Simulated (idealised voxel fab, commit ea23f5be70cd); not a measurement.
process module | voxel spacer lines
cross-section cut | 280 nm wide | cells 5 nm
A cross-section is a grid of square cells, given in bands from the top down. A band is one or more rows of cells.
Each band's line starts with the height of the band's top and of its bottom, in nm. Then come its materials from left to right, each with its width in nm. One material with "throughout" fills the band from edge to edge. "air" is empty space.
Height 0 is the level under which the wafer as received is all one material. The lowest band goes on downwards, as in "0 down".
A width such as "30 to 40" changes by the same amount from each row of cells to the next, from the band's top row to its bottom row.
"no change" after a step means that no cell of the cross-section changed.
closed voids: empty space of 8 cells or more with no open way to the top, each as width x height at its distance from the left edge, in nm
after a step's settings: what the simulator itself notes on the step
overlay nm, on a step with a mask: how far to the right of its planned place the mask lay; to the left if negative
plan
1 op RECEIVE | material Si
2 op CONFORMAL_DEP | material Al2O3 | thk nm 5
3 op DIRECTIONAL_DEP | material SiN | thk nm 15
4 op DIRECTIONAL_DEP | material polySi | thk nm 25
5 op PATTERN | tone cover | mask id MANDREL | material resist | width nm 25 | pitch nm 70 | thk nm 30 | overlay nm 0
6 op DIRECTIONAL_ETCH | etch materials polySi | depth nm 25
7 op STRIP | etch materials resist
8 op CONFORMAL_DEP | material SiO2 | thk nm 10
9 op DIRECTIONAL_ETCH | etch materials SiO2 | depth nm 10
10 op STRIP | etch materials polySi
11 op DIRECTIONAL_ETCH | etch materials SiN | depth nm 15
12 op STRIP | etch materials SiO2
as received, after step 1
  0 down: Si throughout
  closed voids: none
a wafer at the end: this start, this plan, one mistake
  20 to 5: air 35 | SiN 10 | air 25 | SiN 10 | air 25 | SiN 10 | air 25 | SiN 10 | air 25 | SiN 10 | air 25 | SiN 10 | air 60
  5 to 0: Al2O3 throughout
  0 down: Si throughout
  closed voids: none
what went wrong: step 5 ran as: op PATTERN | tone cover | mask id MANDREL | material resist | width nm 25 | pitch nm 70 | thk nm 30 | overlay nm -10
